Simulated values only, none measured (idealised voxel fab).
Name of the process module below: voxel spacer lines
Section shown: cut. Width: 220 nm. Cell size: 5 nm, square.
Format of a cross-section: grid, square cells. Given as bands. Order: top down. Band: one or more rows of cells. First you get the band's top height and its bottom height, in nm, and then the materials it's made of, left to right, with each width in nm. If you see a single material with "all across", that one covers the band edge to edge. "empty" is empty space. Height 0 is the level under which the wafer as received is all one material. The lowest band goes on downwards, as in "top 0, no bottom". Width: "30..40" (first number = top row, second number = bottom row, same change from row to row of cells). No cell of the cross-section changed in a step that is given as "nothing altered". Listed in "Trapped cavities": every empty space of 8 or more cells without an open way to the top. Form: width x height at distance, the distance being from the left edge, all in nm. Text after the settings on a step's line: the simulator's own remark on that step. "overlay nm" on a masked step: distance the mask lay right of its planned place, negative for left.

-- The steps planned for the process are as follows
1: RECEIVE | material Si
2: CONFORMAL_DEP | material Al2O3 | thk nm 5
3: DIRECTIONAL_DEP | material W | thk nm 10
4: DIRECTIONAL_DEP | material aC | thk nm 20
5: PATTERN | tone cover | mask id MANDREL | material resist | width nm 15 | pitch nm 60 | thk nm 30 | overlay nm 0
6: DIRECTIONAL_ETCH | etch materials aC | depth nm 20
7: STRIP | etch materials resist
8: CONFORMAL_DEP | material SiO2 | thk nm 15
9: DIRECTIONAL_ETCH | etch materials SiO2 | depth nm 15
10: STRIP | etch materials aC
11: DIRECTIONAL_ETCH | etch materials W | depth nm 5
12: STRIP | etch materials SiO2
13: FILL_DEP | material SiO2 | thk nm 10
14: CMP | height nm 15
The wafers in this document start out alike and differ in the depth nm applied at step 11; the plan shows the value used for the first wafer.

-- Received condition of the first of several wafers, sectioned: post-step 1
  top 0, no bottom: Si all across
  Trapped cavities: none

-- What follows is a table in which each wafer occupies a row; for the wafer as it stands at the close of the module, the row states, material by material, how many cells have been gained (+) or lost (-) since receipt, and then gives its closed voids
depth nm 5; +44 Al2O3; +32 SiO2; +56 W; Trapped cavities: none
depth nm 10; +44 Al2O3; +64 SiO2; +24 W; Trapped cavities: none
depth nm 15; +44 Al2O3; +64 SiO2; +24 W; Trapped cavities: none
depth nm 20; +44 Al2O3; +64 SiO2; +24 W; Trapped cavities: none
depth nm 25; +44 Al2O3; +64 SiO2; +24 W; Trapped cavities: none
